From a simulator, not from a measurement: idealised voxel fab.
Module name: voxel transistor to metal (process module)
Cross-section cut spans 210 nm and uses square cells 5 nm in size.
A cross-section is written here as square cells arranged in a grid, and it is given in bands from the top down, each band taking up one or more rows of cells.
Band: top and bottom heights (nm) first, top before bottom; then materials from left to right, widths in nm. "everywhere" marks a sole material filling the band edge to edge. "air" denotes empty space.
Heights from 0 (as-received wafer is one material below). Bottom band endless downward, as "0 down".
Read "30..40" as a graded width: first number on top, second number at the bottom, same change between each pair of neighbouring rows.
It should be understood that the words "remained the same", when stated for a given step, signify that the cross-section underwent no change in any of its cells during that step.
Closed-off voids of 8+ cells (no open route to the top) go in "Closed cavity list", written width x height at distance from the left edge, in nm.
On a step's line, text after the settings is the simulator commenting on that step.
The optional step-line setting "overlay nm" applies to steps with a mask and quantifies how far to the right of its planned location the mask lay, a negative value indicating leftward placement.
Reading key. Pairs: pre-step and post-step cross-section, one process step apart; post-step view only to lowest changed band. Step between + settings: beneath pair. Runs: pairs may be from different runs of this module, same starting wafer. Continuation from pair above: only where "Snapshot before" entry says.
Snapshot before:
* 0 down: Si everywhere
* Closed cavity list: none
Structure After Step:
* 5 to 0: SiO2 everywhere
* Anything lower than 0 is untouched.
* Closed cavity list: none
Name the step between the before and after sections above: op CONFORMAL_DEP | material SiO2 | thk nm 5
Snapshot before: see the after view in the pair directly above.
Structure After Step:
* 20 to 5: SiN everywhere
* Anything lower than 5 is untouched.
* Closed cavity list: none
Name the step between the before and after sections above: op CONFORMAL_DEP | material SiN | thk nm 15
Snapshot before: see the after view in the pair directly above.
Structure After Step:
* 20 to 5: air=45; SiN=120; air=45
* Anything lower than 5 is untouched.
* Closed cavity list: none
Name the step between the before and after sections above: op MASKED_ETCH | tone cover | mask id ACTIVE | width nm 120 | etch materials SiN | depth nm 15 | overlay nm 0
Snapshot before: see the after view in the pair directly above.
Structure After Step:
* 20 to 5: air=45; SiN=120; air=45
* 5 to 0: air=45; SiO2=120; air=45
* Anything lower than 0 is untouched.
* Closed cavity list: none
Name the step between the before and after sections above: op MASKED_ETCH | tone cover | mask id ACTIVE | width nm 120 | etch materials SiO2 | depth nm 5 | overlay nm 0
Snapshot before: see the after view in the pair directly above.
Structure After Step:
* 20 to 5: air=45; SiN=120; air=45
* 5 to 0: air=45; SiO2=120; air=45
* 0 to -35: air=45; Si=120; air=45
* Anything lower than -35 is untouched.
* Closed cavity list: none
Name the step between the before and after sections above: op MASKED_ETCH | tone cover | mask id ACTIVE | width nm 120 | etch materials Si | depth nm 35 | overlay nm 0
Snapshot before: see the after view in the pair directly above.
Structure After Step:
* 30 to 20: SiO2 everywhere
* 20 to 5: SiO2=45; SiN=120; SiO2=45
* 5 to 0: SiO2 everywhere
* 0 to -35: SiO2=45; Si=120; SiO2=45
* Anything lower than -35 is untouched.
* Closed cavity list: none
Name the step between the before and after sections above: op FILL_DEP | material SiO2 | thk nm 10
Snapshot before: see the after view in the pair directly above.
Structure After Step:
* 20 to 5: SiO2=45; SiN=120; SiO2=45
* Anything lower than 5 is untouched.
* Closed cavity list: none
Name the step between the before and after sections above: op CMP | height nm 20
Snapshot before: see the after view in the pair directly above.
Structure After Step:
* 20 to 15: air=45; SiN=120; air=45
* Anything lower than 15 is untouched.
* Closed cavity list: none
Name the step between the before and after sections above: op SELECTIVE_ETCH | etch materials SiO2 | depth nm 5
Snapshot before: see the after view in the pair directly above.
Structure After Step:
* 15 to 5: SiO2=45; air=120; SiO2=45
* Anything lower than 5 is untouched.
* Closed cavity list: none
Name the step between the before and after sections above: op STRIP | etch materials SiN
Snapshot before: see the after view in the pair directly above.
Structure After Step:
* 10 to 0: SiO2=40; air=130; SiO2=40
* Anything lower than 0 is untouched.
* Closed cavity list: none
Name the step between the before and after sections above: op SELECTIVE_ETCH | etch materials SiO2 | depth nm 5
Snapshot before: see the after view in the pair directly above.
Structure After Step:
* 10 to 0: SiO2=40; air=130; SiO2=40
* 0 to -5: SiO2 everywhere
* Anything lower than -5 is untouched.
* Closed cavity list: none
Name the step between the before and after sections above: op OXIDIZE | depth nm 5
Snapshot before: see the after view in the pair directly above.
Structure After Step:
* 35 to 25: polySi=40; air=130; polySi=40
* 25 to 10: polySi everywhere
* 10 to 0: SiO2=40; polySi=130; SiO2=40
* Anything lower than 0 is untouched.
* Closed cavity list: none
Name the step between the before and after sections above: op DIRECTIONAL_DEP | material polySi | thk nm 25
Snapshot before: see the after view in the pair directly above.
Structure After Step:
* 50 to 40: SiCN=40; air=130; SiCN=40
* 40 to 35: SiCN everywhere
* 35 to 25: polySi=40; SiCN=130; polySi=40
* Anything lower than 25 is untouched.
* Closed cavity list: none
Name the step between the before and after sections above: op DIRECTIONAL_DEP | material SiCN | thk nm 15
Snapshot before: see the after view in the pair directly above.
Structure After Step:
* 40 to 35: air=90; SiCN=30; air=90
* 35 to 25: polySi=40; air=50; SiCN=30; air=50; polySi=40
* Anything lower than 25 is untouched.
* Closed cavity list: none
Name the step between the before and after sections above: op MASKED_ETCH | tone cover | mask id GATE | width nm 30 | etch materials SiCN | depth nm 25 | overlay nm 0
Snapshot before: see the after view in the pair directly above.
Structure After Step:
* 40 to 25: air=90; SiCN=30; air=90
* 25 to 10: air=90; polySi=30; air=90
* 10 to 0: SiO2=40; air=50; polySi=30; air=50; SiO2=40
* Anything lower than 0 is untouched.
* Closed cavity list: none
Name the step between the before and after sections above: op MASKED_ETCH | tone cover | mask id GATE | width nm 30 | etch materials polySi | depth nm 35 | overlay nm 0
Snapshot before: see the after view in the pair directly above.
Structure After Step:
* 50 to 40: air=80; SiN=50; air=80
* 40 to 25: air=80; SiN=10; SiCN=30; SiN=10; air=80
* 25 to 20: air=80; SiN=10; polySi=30; SiN=10; air=80
* 20 to 10: SiN=50; air=30; SiN=10; polySi=30; SiN=10; air=30; SiN=50
* 10 to 0: SiO2=40; SiN=50; polySi=30; SiN=50; SiO2=40
* Anything lower than 0 is untouched.
* Closed cavity list: none
Name the step between the before and after sections above: op CONFORMAL_DEP | material SiN | thk nm 10
Snapshot before: see the after view in the pair directly above.
Structure After Step:
* 40 to 25: air=80; SiN=10; SiCN=30; SiN=10; air=80
* 25 to 10: air=80; SiN=10; polySi=30; SiN=10; air=80
* 10 to 0: SiO2=40; SiN=10; air=30; SiN=10; polySi=30; SiN=10; air=30; SiN=10; SiO2=40
* Anything lower than 0 is untouched.
* Closed cavity list: none
Name the step between the before and after sections above: op DIRECTIONAL_ETCH | etch materials SiN | depth nm 10
Snapshot before: see the after view in the pair directly above.
Structure After Step:
* 40 to 25: air=80; SiN=10; SiCN=30; SiN=10; air=80
* 25 to 10: air=80; SiN=10; polySi=30; SiN=10; air=80
* 10 to 5: air=40; SiN=10; air=30; SiN=10; polySi=30; SiN=10; air=30; SiN=10; air=40
* 5 to 0: SiO2=40; SiN=10; air=30; SiN=10; polySi=30; SiN=10; air=30; SiN=10; SiO2=40
* 0 to -5: SiO2=50; air=30; SiO2=50; air=30; SiO2=50
* Anything lower than -5 is untouched.
* Closed cavity list: none
Name the step between the before and after sections above: op DIRECTIONAL_ETCH | etch materials SiO2 | depth nm 5
Snapshot before: see the after view in the pair directly above.
Structure After Step:
* 40 to 25: air=80; SiN=10; SiCN=30; SiN=10; air=80
* 25 to 10: air=80; SiN=10; polySi=30; SiN=10; air=80
* 10 to 5: air=40; SiN=10; air=30; SiN=10; polySi=30; SiN=10; air=30; SiN=10; air=40
* 5 to 0: SiO2=40; SiN=10; air=30; SiN=10; polySi=30; SiN=10; air=30; SiN=10; SiO2=40
* 0 to -5: SiO2=50; SiGe=30; SiO2=50; SiGe=30; SiO2=50
* Anything lower than -5 is untouched.
* Closed cavity list: none
Name the step between the before and after sections above: op EPI | material SiGe | thk nm 5
Snapshot before: see the after view in the pair directly above.
Structure After Step:
* 50 to 40: SiO2 everywhere
* 40 to 25: SiO2=80; SiN=10; SiCN=30; SiN=10; SiO2=80
* 25 to 10: SiO2=80; SiN=10; polySi=30; SiN=10; SiO2=80
* 10 to 0: SiO2=40; SiN=10; SiO2=30; SiN=10; polySi=30; SiN=10; SiO2=30; SiN=10; SiO2=40
* Anything lower than 0 is untouched.
* Closed cavity list: none
Name the step between the before and after sections above: op FILL_DEP | material SiO2 | thk nm 10
Snapshot before: see the after view in the pair directly above.
Structure After Step:
* 25 to 10: SiO2=80; SiN=10; polySi=30; SiN=10; SiO2=80
* Anything lower than 10 is untouched.
* Closed cavity list: none
Name the step between the before and after sections above: op CMP | height nm 25
Snapshot before: see the after view in the pair directly above.
Structure After Step:
* 25 to 10: SiO2=80; SiN=10; air=30; SiN=10; SiO2=80
* 10 to 0: SiO2=40; SiN=10; SiO2=30; SiN=10; air=30; SiN=10; SiO2=30; SiN=10; SiO2=40
* Anything lower than 0 is untouched.
* Closed cavity list: none
Name the step between the before and after sections above: op STRIP | etch materials polySi
Snapshot before: see the after view in the pair directly above.
Structure After Step:
* 25 to 20: air=80; SiN=10; air=30; SiN=10; air=80
* 20 to 10: SiO2=80; SiN=10; air=30; SiN=10; SiO2=80
* 10 to 0: SiO2=40; SiN=10; SiO2=30; SiN=10; air=30; SiN=10; SiO2=30; SiN=10; SiO2=40
* 0 to -5: SiO2=50; SiGe=30; SiO2=5; air=40; SiO2=5; SiGe=30; SiO2=50
* Anything lower than -5 is untouched.
* Closed cavity list: none
Name the step between the before and after sections above: op SELECTIVE_ETCH | etch materials SiO2 | depth nm 5
Snapshot before: see the after view in the pair directly above.
Structure After Step:
* 30 to 25: air=75; HfO2=20; air=20; HfO2=20; air=75
* 25 to 20: HfO2=80; SiN=10; HfO2=5; air=20; HfO2=5; SiN=10; HfO2=80
* 20 to 10: SiO2=80; SiN=10; HfO2=5; air=20; HfO2=5; SiN=10; SiO2=80
* 10 to 0: SiO2=40; SiN=10; SiO2=30; SiN=10; HfO2=5; air=20; HfO2=5; SiN=10; SiO2=30; SiN=10; SiO2=40
* 0 to -5: SiO2=50; SiGe=30; SiO2=5; HfO2=40; SiO2=5; SiGe=30; SiO2=50
* Anything lower than -5 is untouched.
* Closed cavity list: none
Name the step between the before and after sections above: op CONFORMAL_DEP | material HfO2 | thk nm 5
Snapshot before: see the after view in the pair directly above.
Structure After Step:
* 35 to 30: air=70; TiN=30; air=10; TiN=30; air=70
* 30 to 25: TiN=75; HfO2=20; TiN=5; air=10; TiN=5; HfO2=20; TiN=75
* 25 to 20: HfO2=80; SiN=10; HfO2=5; TiN=5; air=10; TiN=5; HfO2=5; SiN=10; HfO2=80
* 20 to 10: SiO2=80; SiN=10; HfO2=5; TiN=5; air=10; TiN=5; HfO2=5; SiN=10; SiO2=80
* 10 to 5: SiO2=40; SiN=10; SiO2=30; SiN=10; HfO2=5; TiN=5; air=10; TiN=5; HfO2=5; SiN=10; SiO2=30; SiN=10; SiO2=40
* 5 to 0: SiO2=40; SiN=10; SiO2=30; SiN=10; HfO2=5; TiN=20; HfO2=5; SiN=10; SiO2=30; SiN=10; SiO2=40
* Anything lower than 0 is untouched.
* Closed cavity list: none
Name the step between the before and after sections above: op CONFORMAL_DEP | material TiN | thk nm 5
Snapshot before: see the after view in the pair directly above.
Structure After Step:
* 45 to 35: W everywhere
* 35 to 30: W=70; TiN=30; W=10; TiN=30; W=70
* 30 to 25: TiN=75; HfO2=20; TiN=5; W=10; TiN=5; HfO2=20; TiN=75
* 25 to 20: HfO2=80; SiN=10; HfO2=5; TiN=5; W=10; TiN=5; HfO2=5; SiN=10; HfO2=80
* 20 to 10: SiO2=80; SiN=10; HfO2=5; TiN=5; W=10; TiN=5; HfO2=5; SiN=10; SiO2=80
* 10 to 5: SiO2=40; SiN=10; SiO2=30; SiN=10; HfO2=5; TiN=5; W=10; TiN=5; HfO2=5; SiN=10; SiO2=30; SiN=10; SiO2=40
* Anything lower than 5 is untouched.
* Closed cavity list: none
Name the step between the before and after sections above: op FILL_DEP | material W | thk nm 10
Snapshot before: see the after view in the pair directly above.
Structure After Step:
* 20 to 10: SiO2=80; SiN=10; HfO2=5; TiN=5; W=10; TiN=5; HfO2=5; SiN=10; SiO2=80
* Anything lower than 10 is untouched.
* Closed cavity list: none
Name the step between the before and after sections above: op CMP | height nm 20
Snapshot before: see the after view in the pair directly above.
Structure After Step:
* 35 to 20: SiO2 everywhere
* Anything lower than 20 is untouched.
* Closed cavity list: none
Name the step between the before and after sections above: op DIRECTIONAL_DEP | material SiO2 | thk nm 15
Snapshot before: see the after view in the pair directly above.
Structure After Step:
* 50 to 35: resist=55; air=15; resist=70; air=15; resist=55
* Anything lower than 35 is untouched.
* Closed cavity list: none
Name the step between the before and after sections above: op PATTERN | tone open | mask id CONTACT | material resist | width nm 15 | pitch nm 85 | thk nm 15 | overlay nm 0
Snapshot before: see the after view in the pair directly above.
Structure After Step:
* 50 to 35: resist=55; air=15; resist=70; air=15; resist=55
* 35 to 20: SiO2=55; air=15; SiO2=70; air=15; SiO2=55
* 20 to 10: SiO2=55; air=15; SiO2=10; SiN=10; HfO2=5; TiN=5; W=10; TiN=5; HfO2=5; SiN=10; SiO2=10; air=15; SiO2=55
* 10 to 5: SiO2=40; SiN=10; SiO2=5; air=15; SiO2=10; SiN=10; HfO2=5; TiN=5; W=10; TiN=5; HfO2=5; SiN=10; SiO2=10; air=15; SiO2=5; SiN=10; SiO2=40
* 5 to 0: SiO2=40; SiN=10; SiO2=5; air=15; SiO2=10; SiN=10; HfO2=5; TiN=20; HfO2=5; SiN=10; SiO2=10; air=15; SiO2=5; SiN=10; SiO2=40
* Anything lower than 0 is untouched.
* Closed cavity list: none
Name the step between the before and after sections above: op DIRECTIONAL_ETCH | etch materials SiO2 | depth nm 35
Snapshot before: see the after view in the pair directly above.
Structure After Step:
* 35 to 20: SiO2=55; air=15; SiO2=70; air=15; SiO2=55
* Anything lower than 20 is untouched.
* Closed cavity list: none
Name the step between the before and after sections above: op STRIP | etch materials resist
Snapshot before: see the after view in the pair directly above.
Structure After Step:
* 40 to 35: TiN=60; air=5; TiN=80; air=5; TiN=60
* 35 to 20: SiO2=55; TiN=5; air=5; TiN=5; SiO2=70; TiN=5; air=5; TiN=5; SiO2=55
* 20 to 10: SiO2=55; TiN=5; air=5; TiN=5; SiO2=10; SiN=10; HfO2=5; TiN=5; W=10; TiN=5; HfO2=5; SiN=10; SiO2=10; TiN=5; air=5; TiN=5; SiO2=55
* 10 to 5: SiO2=40; SiN=10; SiO2=5; TiN=5; air=5; TiN=5; SiO2=10; SiN=10; HfO2=5; TiN=5; W=10; TiN=5; HfO2=5; SiN=10; SiO2=10; TiN=5; air=5; TiN=5; SiO2=5; SiN=10; SiO2=40
* 5 to 0: SiO2=40; SiN=10; SiO2=5; TiN=15; SiO2=10; SiN=10; HfO2=5; TiN=20; HfO2=5; SiN=10; SiO2=10; TiN=15; SiO2=5; SiN=10; SiO2=40
* Anything lower than 0 is untouched.
* Closed cavity list: none
Name the step between the before and after sections above: op CONFORMAL_DEP | material TiN | thk nm 5
Snapshot before: see the after view in the pair directly above.
Structure After Step:
* 45 to 40: W everywhere
* 40 to 35: TiN=60; W=5; TiN=80; W=5; TiN=60
* 35 to 20: SiO2=55; TiN=5; W=5; TiN=5; SiO2=70; TiN=5; W=5; TiN=5; SiO2=55
* 20 to 10: SiO2=55; TiN=5; W=5; TiN=5; SiO2=10; SiN=10; HfO2=5; TiN=5; W=10; TiN=5; HfO2=5; SiN=10; SiO2=10; TiN=5; W=5; TiN=5; SiO2=55
* 10 to 5: SiO2=40; SiN=10; SiO2=5; TiN=5; W=5; TiN=5; SiO2=10; SiN=10; HfO2=5; TiN=5; W=10; TiN=5; HfO2=5; SiN=10; SiO2=10; TiN=5; W=5; TiN=5; SiO2=5; SiN=10; SiO2=40
* Anything lower than 5 is untouched.
* Closed cavity list: none
Name the step between the before and after sections above: op FILL_DEP | material W | thk nm 5
Snapshot before: see the after view in the pair directly above.
Structure After Step:
* 35 to 20: SiO2=55; TiN=5; W=5; TiN=5; SiO2=70; TiN=5; W=5; TiN=5; SiO2=55
* Anything lower than 20 is untouched.
* Closed cavity list: none
Name the step between the before and after sections above: op CMP | height nm 35
Snapshot before: see the after view in the pair directly above.
Structure After Step:
* 40 to 35: SiCN everywhere
* Anything lower than 35 is untouched.
* Closed cavity list: none
Name the step between the before and after sections above: op CONFORMAL_DEP | material SiCN | thk nm 5
Snapshot before: see the after view in the pair directly above.
Structure After Step:
* 55 to 40: SiO2 everywhere
* Anything lower than 40 is untouched.
* Closed cavity list: none
Name the step between the before and after sections above: op DIRECTIONAL_DEP | material SiO2 | thk nm 15
Snapshot before: see the after view in the pair directly above.
Structure After Step:
* 55 to 40: SiO2=55; air=15; SiO2=70; air=15; SiO2=55
* Anything lower than 40 is untouched.
* Closed cavity list: none
Name the step between the before and after sections above: op MASKED_ETCH | tone open | mask id METAL_1 | width nm 15 | pitch nm 85 | etch materials SiO2 | depth nm 15 | overlay nm 0
Snapshot before: see the after view in the pair directly above.
Structure After Step:
* 55 to 40: SiO2=55; air=15; SiO2=70; air=15; SiO2=55
* 40 to 35: SiCN=55; air=15; SiCN=70; air=15; SiCN=55
* Anything lower than 35 is untouched.
* Closed cavity list: none
Name the step between the before and after sections above: op MASKED_ETCH | tone open | mask id METAL_1 | width nm 15 | pitch nm 85 | etch materials SiCN | depth nm 5 | overlay nm 0
Snapshot before: see the after view in the pair directly above.
Structure After Step:
* 60 to 55: TiN=60; air=5; TiN=80; air=5; TiN=60
* 55 to 40: SiO2=55; TiN=5; air=5; TiN=5; SiO2=70; TiN=5; air=5; TiN=5; SiO2=55
* 40 to 35: SiCN=55; TiN=15; SiCN=70; TiN=15; SiCN=55
* Anything lower than 35 is untouched.
* Closed cavity list: none
Name the step between the before and after sections above: op CONFORMAL_DEP | material TiN | thk nm 5
Snapshot before: see the after view in the pair directly above.
Structure After Step:
* 70 to 60: Cu everywhere
* 60 to 55: TiN=60; Cu=5; TiN=80; Cu=5; TiN=60
* 55 to 40: SiO2=55; TiN=5; Cu=5; TiN=5; SiO2=70; TiN=5; Cu=5; TiN=5; SiO2=55
* Anything lower than 40 is untouched.
* Closed cavity list: none
Name the step between the before and after sections above: op FILL_DEP | material Cu | thk nm 10
Snapshot before: see the after view in the pair directly above.
Structure After Step:
* 55 to 40: SiO2=55; TiN=5; Cu=5; TiN=5; SiO2=70; TiN=5; Cu=5; TiN=5; SiO2=55
* Anything lower than 40 is untouched.
* Closed cavity list: none
Name the step between the before and after sections above: op CMP | height nm 55
Snapshot before: see the after view in the pair directly above.
Structure After Step:
* 60 to 55: SiCN everywhere
* Anything lower than 55 is untouched.
* Closed cavity list: none
Name the step between the before and after sections above: op CONFORMAL_DEP | material SiCN | thk nm 5
Snapshot before: see the after view in the pair directly above.
Structure After Step:
* 90 to 60: SiO2 everywhere
* Anything lower than 60 is untouched.
* Closed cavity list: none
Name the step between the before and after sections above: op DIRECTIONAL_DEP | material SiO2 | thk nm 30
Snapshot before: see the after view in the pair directly above.
Structure After Step:
* 105 to 90: aC everywhere
* Anything lower than 90 is untouched.
* Closed cavity list: none
Name the step between the before and after sections above: op DIRECTIONAL_DEP | material aC | thk nm 15
Snapshot before: see the after view in the pair directly above.
Structure After Step:
* 140 to 105: resist=55; air=15; resist=70; air=15; resist=55
* Anything lower than 105 is untouched.
* Closed cavity list: none
Name the step between the before and after sections above: op PATTERN | tone open | mask id METAL_2 | material resist | width nm 15 | pitch nm 85 | thk nm 35 | overlay nm 0
Snapshot before: see the after view in the pair directly above.
Structure After Step:
* 125 to 105: resist=55; air=15; resist=70; air=15; resist=55
* 105 to 90: aC=55; air=15; aC=70; air=15; aC=55
* Anything lower than 90 is untouched.
* Closed cavity list: none
Name the step between the before and after sections above: op DIRECTIONAL_ETCH | etch materials aC | depth nm 15
Snapshot before: see the after view in the pair directly above.
Structure After Step:
* 105 to 90: aC=55; air=15; aC=70; air=15; aC=55
* Anything lower than 90 is untouched.
* Closed cavity list: none
Name the step between the before and after sections above: op STRIP | etch materials resist
Snapshot before: see the after view in the pair directly above.
Structure After Step:
* 105 to 90: aC=55; air=15; aC=70; air=15; aC=55
* 90 to 75: SiO2=55; air=15; SiO2=70; air=15; SiO2=55
* Anything lower than 75 is untouched.
* Closed cavity list: none
Name the step between the before and after sections above: op DIRECTIONAL_ETCH | etch materials SiO2 | depth nm 15
Snapshot before: see the after view in the pair directly above.
Structure After Step:
* 90 to 75: SiO2=55; air=15; SiO2=70; air=15; SiO2=55
* Anything lower than 75 is untouched.
* Closed cavity list: none
Name the step between the before and after sections above: op STRIP | etch materials aC
Snapshot before: see the after view in the pair directly above.
Structure After Step:
* 110 to 90: resist=55; air=15; resist=70; air=15; resist=55
* Anything lower than 90 is untouched.
* Closed cavity list: none
Name the step between the before and after sections above: op PATTERN | tone open | mask id METAL_2_HOLES | material resist | width nm 15 | pitch nm 85 | thk nm 20 | overlay nm 0
Snapshot before: see the after view in the pair directly above.
Structure After Step:
* 110 to 90: resist=55; air=15; resist=70; air=15; resist=55
* 90 to 60: SiO2=55; air=15; SiO2=70; air=15; SiO2=55
* Anything lower than 60 is untouched.
* Closed cavity list: none
Name the step between the before and after sections above: op DIRECTIONAL_ETCH | etch materials SiO2 | depth nm 15
Snapshot before: see the after view in the pair directly above.
Structure After Step:
* 110 to 90: resist=55; air=15; resist=70; air=15; resist=55
* 90 to 60: SiO2=55; air=15; SiO2=70; air=15; SiO2=55
* 60 to 55: SiCN=55; air=15; SiCN=70; air=15; SiCN=55
* Anything lower than 55 is untouched.
* Closed cavity list: none
Name the step between the before and after sections above: op DIRECTIONAL_ETCH | etch materials SiCN | depth nm 5
Snapshot before: see the after view in the pair directly above.
Structure After Step:
* 90 to 60: SiO2=55; air=15; SiO2=70; air=15; SiO2=55
* Anything lower than 60 is untouched.
* Closed cavity list: none
Name the step between the before and after sections above: op STRIP | etch materials resist
Snapshot before: see the after view in the pair directly above.
Structure After Step:
* 95 to 90: TiN=60; air=5; TiN=80; air=5; TiN=60
* 90 to 60: SiO2=55; TiN=5; air=5; TiN=5; SiO2=70; TiN=5; air=5; TiN=5; SiO2=55
* 60 to 55: SiCN=55; TiN=15; SiCN=70; TiN=15; SiCN=55
* Anything lower than 55 is untouched.
* Closed cavity list: none
Name the step between the before and after sections above: op CONFORMAL_DEP | material TiN | thk nm 5
Snapshot before: see the after view in the pair directly above.
Structure After Step:
* 105 to 95: Cu everywhere
* 95 to 90: TiN=60; Cu=5; TiN=80; Cu=5; TiN=60
* 90 to 60: SiO2=55; TiN=5; Cu=5; TiN=5; SiO2=70; TiN=5; Cu=5; TiN=5; SiO2=55
* Anything lower than 60 is untouched.
* Closed cavity list: none
Name the step between the before and after sections above: op FILL_DEP | material Cu | thk nm 10
Snapshot before: see the after view in the pair directly above.
Structure After Step:
* 90 to 60: SiO2=55; TiN=5; Cu=5; TiN=5; SiO2=70; TiN=5; Cu=5; TiN=5; SiO2=55
* Anything lower than 60 is untouched.
* Closed cavity list: none
Name the step between the before and after sections above: op CMP | height nm 90
Snapshot before: see the after view in the pair directly above.
Structure After Step:
* 95 to 90: SiN everywhere
* Anything lower than 90 is untouched.
* Closed cavity list: none
Name the step between the before and after sections above: op CONFORMAL_DEP | material SiN | thk nm 5
Snapshot before:
* 40 to 35: SiCN everywhere
* 35 to 20: SiO2=55; TiN=5; W=5; TiN=5; SiO2=70; TiN=5; W=5; TiN=5; SiO2=55
* 20 to 10: SiO2=55; TiN=5; W=5; TiN=5; SiO2=10; SiN=10; HfO2=5; TiN=5; W=10; TiN=5; HfO2=5; SiN=10; SiO2=10; TiN=5; W=5; TiN=5; SiO2=55
* 10 to 5: SiO2=40; SiN=10; SiO2=5; TiN=5; W=5; TiN=5; SiO2=10; SiN=10; HfO2=5; TiN=5; W=10; TiN=5; HfO2=5; SiN=10; SiO2=10; TiN=5; W=5; TiN=5; SiO2=5; SiN=10; SiO2=40
* 5 to 0: SiO2=40; SiN=10; SiO2=5; TiN=15; SiO2=10; SiN=10; HfO2=5; TiN=20; HfO2=5; SiN=10; SiO2=10; TiN=15; SiO2=5; SiN=10; SiO2=40
* 0 to -5: SiO2=50; SiGe=30; SiO2=5; HfO2=40; SiO2=5; SiGe=30; SiO2=50
* -5 to -35: SiO2=45; Si=120; SiO2=45
* -35 down: Si everywhere
* Closed cavity list: none
Structure After Step:
* 40 to 35: SiCN=55; air=15; SiCN=70; air=15; SiCN=55
* Anything lower than 35 is untouched.
* Closed cavity list: none
Name the step between the before and after sections above: op MASKED_ETCH | tone open | mask id METAL_1 | width nm 15 | pitch nm 85 | etch materials SiCN | depth nm 5 | overlay nm 0
Snapshot before: see the after view in the pair directly above.
Structure After Step:
* 45 to 40: TiN=60; air=5; TiN=80; air=5; TiN=60
* 40 to 35: SiCN=55; TiN=15; SiCN=70; TiN=15; SiCN=55
* Anything lower than 35 is untouched.
* Closed cavity list: none
Name the step between the before and after sections above: op CONFORMAL_DEP | material TiN | thk nm 5
Snapshot before: see the after view in the pair directly above.
Structure After Step:
* 55 to 45: Cu everywhere
* 45 to 40: TiN=60; Cu=5; TiN=80; Cu=5; TiN=60
* Anything lower than 40 is untouched.
* Closed cavity list: none
Name the step between the before and after sections above: op FILL_DEP | material Cu | thk nm 10
Snapshot before: see the after view in the pair directly above.
Structure After Step:
* 60 to 55: SiCN everywhere
* Anything lower than 55 is untouched.
* Closed cavity list: none
Name the step between the before and after sections above: op CONFORMAL_DEP | material SiCN | thk nm 5
Snapshot before: see the after view in the pair directly above.
Structure After Step:
* 90 to 60: SiO2 everywhere
* Anything lower than 60 is untouched.
* Closed cavity list: none
Name the step between the before and after sections above: op DIRECTIONAL_DEP | material SiO2 | thk nm 30
Snapshot before: see the after view in the pair directly above.
Structure After Step:
* 105 to 90: aC everywhere
* Anything lower than 90 is untouched.
* Closed cavity list: none
Name the step between the before and after sections above: op DIRECTIONAL_DEP | material aC | thk nm 15
Snapshot before: see the after view in the pair directly above.
Structure After Step:
* 140 to 105: resist=55; air=15; resist=70; air=15; resist=55
* Anything lower than 105 is untouched.
* Closed cavity list: none
Name the step between the before and after sections above: op PATTERN | tone open | mask id METAL_2 | material resist | width nm 15 | pitch nm 85 | thk nm 35 | overlay nm 0
Snapshot before: see the after view in the pair directly above.
Structure After Step:
* 125 to 105: resist=55; air=15; resist=70; air=15; resist=55
* 105 to 90: aC=55; air=15; aC=70; air=15; aC=55
* Anything lower than 90 is untouched.
* Closed cavity list: none
Name the step between the before and after sections above: op DIRECTIONAL_ETCH | etch materials aC | depth nm 15
Snapshot before: see the after view in the pair directly above.
Structure After Step:
* 105 to 90: aC=55; air=15; aC=70; air=15; aC=55
* Anything lower than 90 is untouched.
* Closed cavity list: none
Name the step between the before and after sections above: op STRIP | etch materials resist
Snapshot before: see the after view in the pair directly above.
Structure After Step:
* 105 to 90: aC=55; air=15; aC=70; air=15; aC=55
* 90 to 75: SiO2=55; air=15; SiO2=70; air=15; SiO2=55
* Anything lower than 75 is untouched.
* Closed cavity list: none
Name the step between the before and after sections above: op DIRECTIONAL_ETCH | etch materials SiO2 | depth nm 15
Snapshot before: see the after view in the pair directly above.
Structure After Step:
* 90 to 75: SiO2=55; air=15; SiO2=70; air=15; SiO2=55
* Anything lower than 75 is untouched.
* Closed cavity list: none
Name the step between the before and after sections above: op STRIP | etch materials aC
Snapshot before: see the after view in the pair directly above.
Structure After Step:
* 110 to 90: resist=55; air=15; resist=70; air=15; resist=55
* Anything lower than 90 is untouched.
* Closed cavity list: none
Name the step between the before and after sections above: op PATTERN | tone open | mask id METAL_2_HOLES | material resist | width nm 15 | pitch nm 85 | thk nm 20 | overlay nm 0
Snapshot before: see the after view in the pair directly above.
Structure After Step:
* 110 to 90: resist=55; air=15; resist=70; air=15; resist=55
* 90 to 60: SiO2=55; air=15; SiO2=70; air=15; SiO2=55
* Anything lower than 60 is untouched.
* Closed cavity list: none
Name the step between the before and after sections above: op DIRECTIONAL_ETCH | etch materials SiO2 | depth nm 15
Snapshot before: see the after view in the pair directly above.
Structure After Step:
* 110 to 90: resist=55; air=15; resist=70; air=15; resist=55
* 90 to 60: SiO2=55; air=15; SiO2=70; air=15; SiO2=55
* 60 to 55: SiCN=55; air=15; SiCN=70; air=15; SiCN=55
* Anything lower than 55 is untouched.
* Closed cavity list: none
Name the step between the before and after sections above: op DIRECTIONAL_ETCH | etch materials SiCN | depth nm 5
Snapshot before: see the after view in the pair directly above.
Structure After Step:
* 90 to 60: SiO2=55; air=15; SiO2=70; air=15; SiO2=55
* Anything lower than 60 is untouched.
* Closed cavity list: none
Name the step between the before and after sections above: op STRIP | etch materials resist
Snapshot before: see the after view in the pair directly above.
Structure After Step:
* 95 to 90: TiN=60; air=5; TiN=80; air=5; TiN=60
* 90 to 60: SiO2=55; TiN=5; air=5; TiN=5; SiO2=70; TiN=5; air=5; TiN=5; SiO2=55
* 60 to 55: SiCN=55; TiN=15; SiCN=70; TiN=15; SiCN=55
* Anything lower than 55 is untouched.
* Closed cavity list: none
Name the step between the before and after sections above: op CONFORMAL_DEP | material TiN | thk nm 5
Snapshot before: see the after view in the pair directly above.
Structure After Step:
* 105 to 95: Cu everywhere
* 95 to 90: TiN=60; Cu=5; TiN=80; Cu=5; TiN=60
* 90 to 60: SiO2=55; TiN=5; Cu=5; TiN=5; SiO2=70; TiN=5; Cu=5; TiN=5; SiO2=55
* Anything lower than 60 is untouched.
* Closed cavity list: none
Name the step between the before and after sections above: op FILL_DEP | material Cu | thk nm 10
Snapshot before: see the after view in the pair directly above.
Structure After Step:
* 90 to 60: SiO2=55; TiN=5; Cu=5; TiN=5; SiO2=70; TiN=5; Cu=5; TiN=5; SiO2=55
* Anything lower than 60 is untouched.
* Closed cavity list: none
Name the step between the before and after sections above: op CMP | height nm 90
Snapshot before: see the after view in the pair directly above.
Structure After Step:
* 95 to 90: SiN everywhere
* Anything lower than 90 is untouched.
* Closed cavity list: none
Name the step between the before and after sections above: op CONFORMAL_DEP | material SiN | thk nm 5
